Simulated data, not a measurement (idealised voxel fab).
A process module follows: voxel transistor to metal.
Cross-section cut: width 155 nm, square cells of 5 nm.
How to read a cross-section here: the picture is a grid of square cells, written as bands going from the top down, and any band can span one or more rows of cells. Heads up on the band format: heights come first, top then bottom, in nm. After that it's the materials left to right, each with its width in nm. A single material flagged "all across" fills the whole band edge to edge, and "blank" means there's empty space there. For the purposes of this specification, 0 denotes the height below which the wafer in its as-received condition is composed wholly of one material, and the lowermost band, lacking a lower limit, extends downward without end, as expressed in "0..down". Top row gets the first number, bottom row gets the second, and each row in between changes by the same step: that is how a band width like "30->40" works. For the purposes of this document, the phrase "no alteration" attached to a step denotes that no cell within the cross-section was modified by that step. In "Non-vented voids" the enclosed voids are listed, meaning empty spaces of 8 cells or larger without any opening to the top. The form is width x height at distance, distance from the left edge, units nm. The remark found on a step's line after its settings is issued by the simulator itself and pertains to that step. The setting "overlay nm" may be written on the line of a step. When the step uses a mask, the value reports how far to the right of the planned place the mask lay, and a negative value reports that it lay to the left.

[Set out below are the planned steps of the process]
1. RECEIVE with material Si
2. CONFORMAL_DEP with material SiO2, thk nm 5
3. CONFORMAL_DEP with material SiN, thk nm 10
4. PATTERN with tone cover, mask id ACTIVE, material resist, width nm 105, thk nm 15, overlay nm 0
5. DIRECTIONAL_ETCH with etch materials SiN, depth nm 10
6. DIRECTIONAL_ETCH with etch materials SiO2, depth nm 5
7. DIRECTIONAL_ETCH with etch materials Si, depth nm 35
8. STRIP with etch materials resist
9. OXIDIZE with depth nm 5
10. FILL_DEP with material SiO2, thk nm 10
11. CMP with height nm 15
12. SELECTIVE_ETCH with etch materials SiO2, depth nm 10
13. STRIP with etch materials SiN
14. SELECTIVE_ETCH with etch materials SiO2, depth nm 5
15. OXIDIZE with depth nm 5
16. DIRECTIONAL_DEP with material polySi, thk nm 20
17. DIRECTIONAL_DEP with material SiCN, thk nm 10
18. MASKED_ETCH with tone cover, mask id GATE, width nm 25, etch materials SiCN, depth nm 20, overlay nm 0
19. MASKED_ETCH with tone cover, mask id GATE, width nm 15, etch materials polySi, depth nm 30, overlay nm 0
20. CONFORMAL_DEP with material SiN, thk nm 10
21. DIRECTIONAL_ETCH with etch materials SiN, depth nm 10
22. DIRECTIONAL_ETCH with etch materials SiO2, depth nm 5
23. EPI with material SiGe, thk nm 5
24. FILL_DEP with material SiO2, thk nm 10
25. CMP with height nm 30
26. DIRECTIONAL_DEP with material SiO2, thk nm 10
27. MASKED_ETCH with tone open, mask id CONTACT, width nm 25, pitch nm 60, etch materials SiO2, depth nm 40, overlay nm 0
28. CONFORMAL_DEP with material TiN, thk nm 5
29. FILL_DEP with material Ru, thk nm 5
30. CMP with height nm 40
31. CONFORMAL_DEP with material SiN, thk nm 5
32. DIRECTIONAL_DEP with material SiO2, thk nm 20
33. PATTERN with tone open, mask id METAL_1, material resist, width nm 15, pitch nm 70, thk nm 20, overlay nm 0
34. DIRECTIONAL_ETCH with etch materials SiO2, depth nm 20
35. DIRECTIONAL_ETCH with etch materials SiN, depth nm 5
36. STRIP with etch materials resist
37. CONFORMAL_DEP with material TiN, thk nm 5
38. FILL_DEP with material Cu, thk nm 5
39. CMP with height nm 65
40. EPI with material Ru, thk nm 5
41. FILL_DEP with material SiCN, thk nm 5
42. DIRECTIONAL_DEP with material lowk, thk nm 35
43. DIRECTIONAL_DEP with material aC, thk nm 15
44. PATTERN with tone open, mask id METAL_2, material resist, width nm 15, pitch nm 70, thk nm 30, overlay nm 0
45. DIRECTIONAL_ETCH with etch materials aC, depth nm 15
46. STRIP with etch materials resist
47. DIRECTIONAL_ETCH with etch materials lowk, depth nm 20
48. STRIP with etch materials aC
49. PATTERN with tone open, mask id METAL_2_HOLES, material resist, width nm 15, pitch nm 70, thk nm 15, overlay nm 0
50. DIRECTIONAL_ETCH with etch materials lowk, depth nm 15
51. DIRECTIONAL_ETCH with etch materials SiCN, depth nm 5
52. STRIP with etch materials resist
53. CONFORMAL_DEP with material TiN, thk nm 5
54. FILL_DEP with material Ru, thk nm 5
55. CMP with height nm 110
56. CONFORMAL_DEP with material SiCN, thk nm 5
Split variable: width nm, step 19. Plan value = first wafer. Wafers start alike.

[first wafer as received, after step 1]
* 0..down = Si all across
* Non-vented voids: none

[Cross-sectional representation of the first of several wafers at the end of the module, i.e. after its terminal step, step 56]
* 115..110 = SiCN all across
* 110..75 = 35 nm lowk / 5 nm TiN / 5 nm Ru / 5 nm TiN / 55 nm lowk / 5 nm TiN / 5 nm Ru / 5 nm TiN / 35 nm lowk
* 75..70 = 35 nm SiCN / 15 nm TiN / 55 nm SiCN / 15 nm TiN / 35 nm SiCN
* 70..65 = 30 nm SiCN / 25 nm Ru / 45 nm SiCN / 25 nm Ru / 30 nm SiCN
* 65..45 = 35 nm SiO2 / 5 nm TiN / 5 nm Cu / 5 nm TiN / 55 nm SiO2 / 5 nm TiN / 5 nm Cu / 5 nm TiN / 35 nm SiO2
* 45..40 = 35 nm SiN / 15 nm TiN / 55 nm SiN / 15 nm TiN / 35 nm SiN
* 40..30 = 35 nm SiO2 / 5 nm TiN / 15->10 nm Ru / 5->10 nm TiN / 35 nm SiO2 / 5->10 nm TiN / 15->10 nm Ru / 5 nm TiN / 35 nm SiO2
* 30..20 = 35 nm SiO2 / 5 nm TiN / 10 nm Ru / 5 nm TiN / 10 nm SiN / 25 nm SiCN / 10 nm SiN / 5 nm TiN / 10 nm Ru / 5 nm TiN / 35 nm SiO2
* 20..5 = 35 nm SiO2 / 5 nm TiN / 10 nm Ru / 5 nm TiN / 10 nm SiN / 25 nm polySi / 10 nm SiN / 5 nm TiN / 10 nm Ru / 5 nm TiN / 35 nm SiO2
* 5..0 = 35 nm SiO2 / 20 nm TiN / 10 nm SiN / 25 nm polySi / 10 nm SiN / 20 nm TiN / 35 nm SiO2
* 0..-5 = 25 nm SiO2 / 30 nm SiGe / 45 nm SiO2 / 30 nm SiGe / 25 nm SiO2
* -5..-40 = 30 nm SiO2 / 95 nm Si / 30 nm SiO2
* -40..down = Si all across
* Non-vented voids: none

[Here's the last wafer cross-sectioned at the end of the module]
* 115..110 = SiCN all across
* 110..75 = 35 nm lowk / 5 nm TiN / 5 nm Ru / 5 nm TiN / 55 nm lowk / 5 nm TiN / 5 nm Ru / 5 nm TiN / 35 nm lowk
* 75..70 = 35 nm SiCN / 15 nm TiN / 55 nm SiCN / 15 nm TiN / 35 nm SiCN
* 70..65 = 30 nm SiCN / 25 nm Ru / 45 nm SiCN / 25 nm Ru / 30 nm SiCN
* 65..45 = 35 nm SiO2 / 5 nm TiN / 5 nm Cu / 5 nm TiN / 55 nm SiO2 / 5 nm TiN / 5 nm Cu / 5 nm TiN / 35 nm SiO2
* 45..40 = 35 nm SiN / 15 nm TiN / 55 nm SiN / 15 nm TiN / 35 nm SiN
* 40..30 = 35 nm SiO2 / 5 nm TiN / 15->10 nm Ru / 5->10 nm TiN / 35 nm SiO2 / 5->10 nm TiN / 15->10 nm Ru / 5 nm TiN / 35 nm SiO2
* 30..25 = 35 nm SiO2 / 5 nm TiN / 10 nm Ru / 5 nm TiN / 10 nm SiN / 25 nm SiCN / 10 nm SiN / 5 nm TiN / 10 nm Ru / 5 nm TiN / 35 nm SiO2
* 25..20 = 35 nm SiO2 / 5 nm TiN / 5 nm Ru / 10 nm TiN / 10 nm SiN / 25 nm SiCN / 10 nm SiN / 20 nm TiN / 35 nm SiO2
* 20..5 = 35 nm SiO2 / 5 nm TiN / 5 nm Ru / 5 nm TiN / 10 nm SiN / 40 nm polySi / 10 nm SiN / 10 nm TiN / 35 nm SiO2
* 5..0 = 35 nm SiO2 / 15 nm TiN / 10 nm SiN / 40 nm polySi / 10 nm SiN / 10 nm TiN / 35 nm SiO2
* 0..-5 = 25 nm SiO2 / 25 nm SiGe / 60 nm SiO2 / 20 nm SiGe / 25 nm SiO2
* -5..-40 = 30 nm SiO2 / 95 nm Si / 30 nm SiO2
* -40..down = Si all across
* Non-vented voids: none

[Every row in this table is a wafer at the end of the module, and it gives, for each of the materials, the cells that wafer has gained (+) or lost (-) since it was received, then its closed voids]
width nm 15; +8 Cu; +54 Ru; -115 Si; +87 SiCN; +12 SiGe; +49 SiN; +329 SiO2; +94 TiN; +175 lowk; +20 polySi; Non-vented voids: none
width nm 20; +8 Cu; +54 Ru; -115 Si; +87 SiCN; +12 SiGe; +49 SiN; +329 SiO2; +94 TiN; +175 lowk; +20 polySi; Non-vented voids: none
width nm 25; +8 Cu; +54 Ru; -115 Si; +87 SiCN; +12 SiGe; +49 SiN; +329 SiO2; +94 TiN; +175 lowk; +20 polySi; Non-vented voids: none
width nm 30; +8 Cu; +50 Ru; -115 Si; +87 SiCN; +11 SiGe; +49 SiN; +330 SiO2; +94 TiN; +175 lowk; +24 polySi; Non-vented voids: none
width nm 35; +8 Cu; +46 Ru; -115 Si; +87 SiCN; +10 SiGe; +49 SiN; +331 SiO2; +94 TiN; +175 lowk; +28 polySi; Non-vented voids: none
width nm 40; +8 Cu; +42 Ru; -115 Si; +87 SiCN; +9 SiGe; +49 SiN; +332 SiO2; +94 TiN; +175 lowk; +32 polySi; Non-vented voids: none
